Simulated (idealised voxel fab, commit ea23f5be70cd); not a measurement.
The process module that follows is named voxel ribs on slabs.
Cross-section cut spans 165 nm and uses square cells 5 nm in size.
Cross-sections here: square-cell grids, written as top-down lists of bands, a band being one or more rows of cells.
Band: top and bottom heights (nm) first, top before bottom; then materials from left to right, widths in nm. "everywhere" marks a sole material filling the band edge to edge. "empty" denotes empty space.
Zero point of the height axis is 0; under it, received wafer = one material. Lowest band: continues down indefinitely, "from 0 down".
The two numbers in a width such as "30..40" mark its ends across the band: the first belongs to the top row of cells, the second to the bottom row, and from each row to the next the width moves by the same amount.
"same as before" means the step left every cell of the cross-section as it was.
"Enclosed cavities" means: voids of 8 cells or more that are shut off from the top with no open way through. Written width x height at distance, distance from the left edge, in nm.
Where a step's line continues beyond its settings, the continuation is a remark by the simulator itself on that step.
You can add "overlay nm" to a step's line. For a step with a mask, it describes how far the mask lay to the right of its planned position, and a negative number describes a lay to the left.

**Planned step list for the process**
| 1 | RECEIVE | material Si |
| 2 | DIRECTIONAL_DEP | material SiO2 | thk nm 30 |
| 3 | DIRECTIONAL_DEP | material SiN | thk nm 25 |
| 4 | MASKED_ETCH | tone cover | mask id RIB | width nm 25 | etch materials SiN | depth nm 15 | overlay nm 0 |
| 5 | DIRECTIONAL_DEP | material aC | thk nm 15 |
| 6 | PATTERN | tone cover | mask id SLAB | material resist | width nm 55 | thk nm 30 | overlay nm 0 |
| 7 | DIRECTIONAL_ETCH | etch materials aC | depth nm 15 |
| 8 | STRIP | etch materials resist |
| 9 | DIRECTIONAL_ETCH | etch materials SiN | depth nm 10 |
| 10 | STRIP | etch materials aC |
| 11 | FILL_DEP | material SiO2 | thk nm 15 |
| 12 | CMP | height nm 65 |
| 13 | DIRECTIONAL_DEP | material W | thk nm 5 |
| 14 | PATTERN | tone cover | mask id HEATER | material resist | width nm 35 | thk nm 20 | overlay nm 0 |
| 15 | DIRECTIONAL_ETCH | etch materials W | depth nm 5 |
| 16 | STRIP | etch materials resist |
| 17 | CONFORMAL_DEP | material SiO2 | thk nm 5 |

**Cross-section, incoming material, after step 1**
from 0 down: Si everywhere
Enclosed cavities: none

**Wafer cross-section at module end: first of two, run to plan**
from 75 to 70: empty 60; SiO2 45; empty 60
from 70 to 65: SiO2 65; W 35; SiO2 65
from 65 to 55: SiO2 everywhere
from 55 to 40: SiO2 70; SiN 25; SiO2 70
from 40 to 30: SiO2 55; SiN 55; SiO2 55
from 30 to 0: SiO2 everywhere
from 0 down: Si everywhere
Enclosed cavities: none

**Second wafer cross-section at end of module - shared start and plan with the first, one mistake in the run**
from 75 to 70: empty 60; SiO2 45; empty 60
from 70 to 65: SiO2 65; W 35; SiO2 65
from 65 to 25: SiO2 everywhere
from 25 to 0: SiN everywhere
from 0 down: Si everywhere
Enclosed cavities: none
Short version of what went wrong: it was found that steps 2 and 3 of the process plan had been performed in exchanged positions
The closing comparison, in cells, has the second wafer with more or fewer of some materials than the first: SiN: 128 more, SiO2: 128 fewer
